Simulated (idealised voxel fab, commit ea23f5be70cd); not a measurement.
Presented below is a process module, voxel self aligned vias.
Cross-sectional view cut (width: 280 nm; square cell size: 5 nm).
If you're reading a cross-section in this doc, picture square cells in a grid; it comes to you as bands, top ones listed first down to the bottom, and a band can be one or more rows of cells. In this notation a band is specified by the heights of its top and bottom, in that order and in nm, after which its materials appear from left to right, each paired with its width in nm. The word "throughout" attached to a single material means that material fills the band from edge to edge; the word "blank" stands for empty space. Below 0: as-received wafer, all one material; heights counted from there. Lowest band: no bottom, goes on down, written "0 down". It should be noted that a width expressed as "30..40" varies in equal increments from row to row of cells within the band, taking the value of the first number at the top row and that of the second number at the bottom row. "nothing got changed" after a step means that no cell of the cross-section changed. The entry "Non-vented voids" lists the empty spaces that cover at least 8 cells and have no open path to the top. Each is written as width x height at distance, where the distance is measured from the left edge and all three values are in nm. Heads up: the bit after the settings on a step's line is the simulator's remark on that step. You can add "overlay nm" to a step's line. For a step with a mask, it describes how far the mask lay to the right of its planned position, and a negative number describes a lay to the left.

# List of planned process steps
1) RECEIVE, material Si
2) CONFORMAL_DEP, material SiO2, thk nm 15
3) CONFORMAL_DEP, material SiCN, thk nm 5
4) DIRECTIONAL_DEP, material SiO2, thk nm 30
5) DIRECTIONAL_DEP, material aC, thk nm 10
6) PATTERN, tone open, mask id LINES, material resist, width nm 20, pitch nm 45, thk nm 25, overlay nm 0
7) DIRECTIONAL_ETCH, etch materials aC, depth nm 10
8) STRIP, etch materials resist
9) DIRECTIONAL_ETCH, etch materials SiO2, depth nm 30
10) STRIP, etch materials aC
11) CONFORMAL_DEP, material TiN, thk nm 5
12) FILL_DEP, material Ru, thk nm 5
13) CMP, height nm 50
14) SELECTIVE_ETCH, etch materials W Ru TiN, depth nm 10
15) FILL_DEP, material SiN, thk nm 5
16) CMP, height nm 50
17) DIRECTIONAL_DEP, material SiO2, thk nm 15
18) DIRECTIONAL_DEP, material aC, thk nm 10
19) PATTERN, tone open, mask id VIAS, material resist, width nm 30, thk nm 25, overlay nm 0
20) DIRECTIONAL_ETCH, etch materials aC, depth nm 10
21) STRIP, etch materials resist
22) DIRECTIONAL_ETCH, etch materials SiO2, depth nm 15
23) DIRECTIONAL_ETCH, etch materials SiN, depth nm 10
24) STRIP, etch materials aC
25) CONFORMAL_DEP, material TiN, thk nm 5
26) FILL_DEP, material Ru, thk nm 10
27) CMP, height nm 65
28) CONFORMAL_DEP, material SiCN, thk nm 5

# Cross-section: wafer on arrival = after step 1
    0 down | Si throughout
    Non-vented voids: none

# Module complete - cross-section of the first of two wafers, run according to plan
    70 to 65 | SiCN throughout
    65 to 55 | SiO2: 100 | TiN: 5 | Ru: 20 | TiN: 5 | SiO2: 150
    55 to 50 | SiO2: 100 | TiN: 10 | Ru: 10 | TiN: 10 | SiO2: 150
    50 to 45 | SiO2: 105 | TiN: 5 | Ru: 10 | TiN: 5 | SiO2: 25 | SiN: 20 | SiO2: 110
    45 to 40 | SiO2: 105 | TiN: 20 | SiO2: 25 | SiN: 20 | SiO2: 110
    40 to 25 | SiO2: 105 | TiN: 5 | Ru: 10 | TiN: 5 | SiO2: 25 | TiN: 5 | Ru: 10 | TiN: 5 | SiO2: 110
    25 to 20 | SiO2: 105 | TiN: 20 | SiO2: 25 | TiN: 20 | SiO2: 110
    20 to 15 | SiCN throughout
    15 to 0 | SiO2 throughout
    0 down | Si throughout
    Non-vented voids: none

# Cross-sectional view: second of two wafers, end of module; start and plan identical to the first, one mistake in running
    70 to 65 | SiCN throughout
    65 to 55 | SiO2: 100 | TiN: 5 | Ru: 20 | TiN: 5 | SiO2: 150
    55 to 50 | SiO2: 100 | TiN: 10 | Ru: 10 | TiN: 10 | SiO2: 150
    50 to 45 | SiO2: 105 | TiN: 5 | Ru: 10 | TiN: 5 | SiO2: 25 | SiN: 20 | SiO2: 110
    45 to 40 | SiO2: 105 | TiN: 20 | SiO2: 25 | SiN: 20 | SiO2: 110
    40 to 25 | SiO2: 105 | TiN: 5 | Ru: 10 | TiN: 5 | SiO2: 25 | TiN: 5 | Ru: 10 | TiN: 5 | SiO2: 110
    25 to 20 | SiO2: 105 | TiN: 20 | SiO2: 25 | TiN: 20 | SiO2: 110
    20 to 5 | SiO2 throughout
    5 to 0 | SiCN throughout
    0 down | Si throughout
    Non-vented voids: none
Misprocessing identified: so 2 and 3 got swapped relative to the plan, each ran where the other was supposed to
Final state: per-material cell counts identical on both wafers; locations differ.
